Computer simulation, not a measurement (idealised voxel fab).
Proc. module: voxel tone inversion
Pictured: cross-section cut, 160 nm wide, on a grid of 5 nm square cells.
Just so we're on the same page, the cross-sections are grids of square cells, and they're listed out in bands top to bottom, each band one or more rows deep. Band: top and bottom heights (nm) first, top before bottom; then materials from left to right, widths in nm. "edge to edge" marks a sole material filling the band edge to edge. "air" denotes empty space. Heights are reckoned from 0. Under this level, the received wafer is all of one material. The bottommost band is open-ended downward, for example "0..down". When a width is written as two numbers, as in "30->40", the first number is the width in the top row of cells of the band and the second is the width in its bottom row, and the width changes by the same amount from each row to the next. Any step labelled "nothing different" changed none of the cells in the cross-section. "Closed cavities" means: voids of 8 cells or more that are shut off from the top with no open way through. Written width x height at distance, distance from the left edge, in nm. Anything after a step's settings on that line? It's the simulator's own note about the step. overlay nm: mask offset rightward from planned place, masked step; negative means leftward offset.
Planned step list for the process:
step 1: RECEIVE | material Si
step 2: CONFORMAL_DEP | material SiCN | thk nm 5
step 3: DIRECTIONAL_DEP | material aC | thk nm 15
step 4: PATTERN | tone cover | mask id POSTS | material resist | width nm 20 | pitch nm 35 | thk nm 25 | overlay nm 0
step 5: DIRECTIONAL_ETCH | etch materials aC | depth nm 15
step 6: STRIP | etch materials resist
step 7: FILL_DEP | material SiO2 | thk nm 10
step 8: CMP | height nm 20
step 9: STRIP | etch materials aC
Wafer-to-wafer difference: thk nm, step 2. Common start. Plan = first wafer's value.
So this is the first of several wafers, cross-sectioned as it came to us, meaning it's at the end of step 1:
    0..down = Si edge to edge
    Closed cavities: none
Cross-section after step 9, the final step of the module, for the first of several wafers:
    20..5 = SiO2 15 / air 20 / SiO2 15 / air 20 / SiO2 15 / air 20 / SiO2 15 / air 20 / SiO2 20
    5..0 = SiCN edge to edge
    0..down = Si edge to edge
    Closed cavities: none
Wafer cross-section (last wafer, module end):
    20..0 = SiCN edge to edge
    0..down = Si edge to edge
    Closed cavities: none
Note: the following table is arranged by wafer, a row apiece. Each row reports the end-of-module state: per material, cells gained (+) or cells lost (-) compared with the wafer as received; closed voids follow:
thk nm 5, +32 SiCN, +48 SiO2, Closed cavities: none
thk nm 10, +64 SiCN, +32 SiO2, Closed cavities: none
thk nm 15, +96 SiCN, +16 SiO2, Closed cavities: none
thk nm 20, +128 SiCN, Closed cavities: none
